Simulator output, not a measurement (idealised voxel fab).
Presented below is a process module, voxel gate over fins.
The cross-section on display is named cut; it measures 155 nm wide, and its cells are 5 nm squares.
The cross-sections in this document take the form of a grid made of square cells. They are written out as bands, in order from top to bottom. Each band consists of one or more rows of cells.
The entry gives the band's vertical extent as a top height and a bottom height in nm, then its horizontal make-up as materials from left to right, each with a width in nm. "empty" stands for empty space; a single material marked "all across" fills the band edge to edge.
Heights are expressed relative to 0, this being the level below which the as-received wafer comprises one material exclusively. The lowest band is unbounded in the downward direction and is denoted as in "from 0 down".
Top row gets the first number, bottom row gets the second, and each row in between changes by the same step: that is how a band width like "30..40" works.
A step reported as "no change occurred" is a step in which no cell of the cross-section changed.
Basically, "Enclosed void entries" tells you about the enclosed voids: empty spaces with no open way to the top, 8 cells or bigger, each written width x height at distance, where distance is from the left edge, all in nm.
Past the settings on a step's line: simulator remark, on that step.
overlay nm, on a step with a mask: how far to the right of its planned place the mask lay; to the left if negative
**So here's the lineup of process steps we planned**
1 RECEIVE (material Si)
2 CONFORMAL_DEP (material SiN; thk nm 10)
3 DIRECTIONAL_DEP (material aC; thk nm 15)
4 PATTERN (tone cover; mask id FINS; material resist; width nm 15; pitch nm 50; thk nm 35; overlay nm 0)
5 DIRECTIONAL_ETCH (etch materials aC; depth nm 15)
6 STRIP (etch materials resist)
7 DIRECTIONAL_ETCH (etch materials SiN; depth nm 10)
8 DIRECTIONAL_ETCH (etch materials Si; depth nm 35)
9 STRIP (etch materials aC)
10 FILL_DEP (material SiO2; thk nm 5)
11 CMP (height nm 10)
12 DIRECTIONAL_DEP (material aC; thk nm 10)
13 PATTERN (tone open; mask id RAIL; material resist; width nm 15; thk nm 30; overlay nm 0)
14 DIRECTIONAL_ETCH (etch materials aC; depth nm 10)
15 STRIP (etch materials resist)
16 DIRECTIONAL_ETCH (etch materials SiO2; depth nm 40)
17 STRIP (etch materials aC)
18 CONFORMAL_DEP (material TiN; thk nm 5)
19 FILL_DEP (material W; thk nm 5)
20 CMP (height nm 10)
21 SELECTIVE_ETCH (etch materials W Ru TiN; depth nm 25)
22 FILL_DEP (material SiO2; thk nm 5)
23 CMP (height nm 10)
24 SELECTIVE_ETCH (etch materials SiO2; depth nm 20)
25 STRIP (etch materials SiN)
26 CONFORMAL_DEP (material HfO2; thk nm 5)
27 CONFORMAL_DEP (material TiN; thk nm 5)
28 FILL_DEP (material W; thk nm 15)
29 CMP (height nm 20)
30 CONFORMAL_DEP (material SiN; thk nm 10)
**Incoming wafer, cross-sectional view, post step 1**
- from 0 down: Si all across
- Enclosed void entries: none
**First of two wafers, end-of-module section, run followed plan**
- from 30 to 20: SiN all across
- from 20 to 10: W all across
- from 10 to 5: W (10) / TiN (35) / W (15) / TiN (35) / W (15) / TiN (35) / W (10)
- from 5 to 0: W (10) / TiN (5) / HfO2 (25) / TiN (5) / W (15) / TiN (5) / HfO2 (25) / TiN (5) / W (15) / TiN (5) / HfO2 (25) / TiN (5) / W (10)
- from 0 to -5: TiN (15) / HfO2 (5) / Si (15) / HfO2 (5) / TiN (25) / HfO2 (5) / Si (15) / HfO2 (5) / TiN (25) / HfO2 (5) / Si (15) / HfO2 (5) / TiN (15)
- from -5 to -10: HfO2 (20) / Si (15) / HfO2 (35) / Si (15) / HfO2 (35) / Si (15) / HfO2 (20)
- from -10 to -15: SiO2 (20) / Si (15) / SiO2 (35) / Si (15) / SiO2 (35) / Si (15) / SiO2 (20)
- from -15 to -25: SiO2 (20) / Si (15) / SiO2 (10) / TiN (5) / W (5) / TiN (5) / SiO2 (10) / Si (15) / SiO2 (35) / Si (15) / SiO2 (20)
- from -25 to -30: SiO2 (20) / Si (15) / SiO2 (10) / TiN (15) / SiO2 (10) / Si (15) / SiO2 (35) / Si (15) / SiO2 (20)
- from -30 to -35: SiO2 (20) / Si (15) / SiO2 (35) / Si (15) / SiO2 (35) / Si (15) / SiO2 (20)
- from -35 down: Si all across
- Enclosed void entries: none
**Cross-section at end of module for the second wafer of two, which matched the first in starting point and plan and differed by one mistake in its processing**
- from 30 to 20: SiN all across
- from 20 to 10: W all across
- from 10 to 5: TiN all across
- from 5 to 0: HfO2 (25) / TiN (5) / HfO2 (45) / TiN (5) / HfO2 (45) / TiN (5) / HfO2 (25)
- from 0 to -5: Si (20) / HfO2 (5) / TiN (5) / HfO2 (5) / Si (35) / HfO2 (5) / TiN (5) / HfO2 (5) / Si (35) / HfO2 (5) / TiN (5) / HfO2 (5) / Si (20)
- from -5 to -10: Si (20) / HfO2 (15) / Si (35) / HfO2 (15) / Si (35) / HfO2 (15) / Si (20)
- from -10 to -35: Si (20) / SiO2 (15) / Si (35) / SiO2 (15) / Si (35) / SiO2 (15) / Si (20)
- from -35 down: Si all across
- Enclosed void entries: none
What was done differently from what was planned? step 4 off recipe, ran as PATTERN (tone open; mask id FINS; material resist; width nm 15; pitch nm 50; thk nm 35; overlay nm 0)
Final tally in cells, some materials are higher or lower on the second wafer than on the first: +91 Si, -56 SiO2, -13 TiN, -22 W
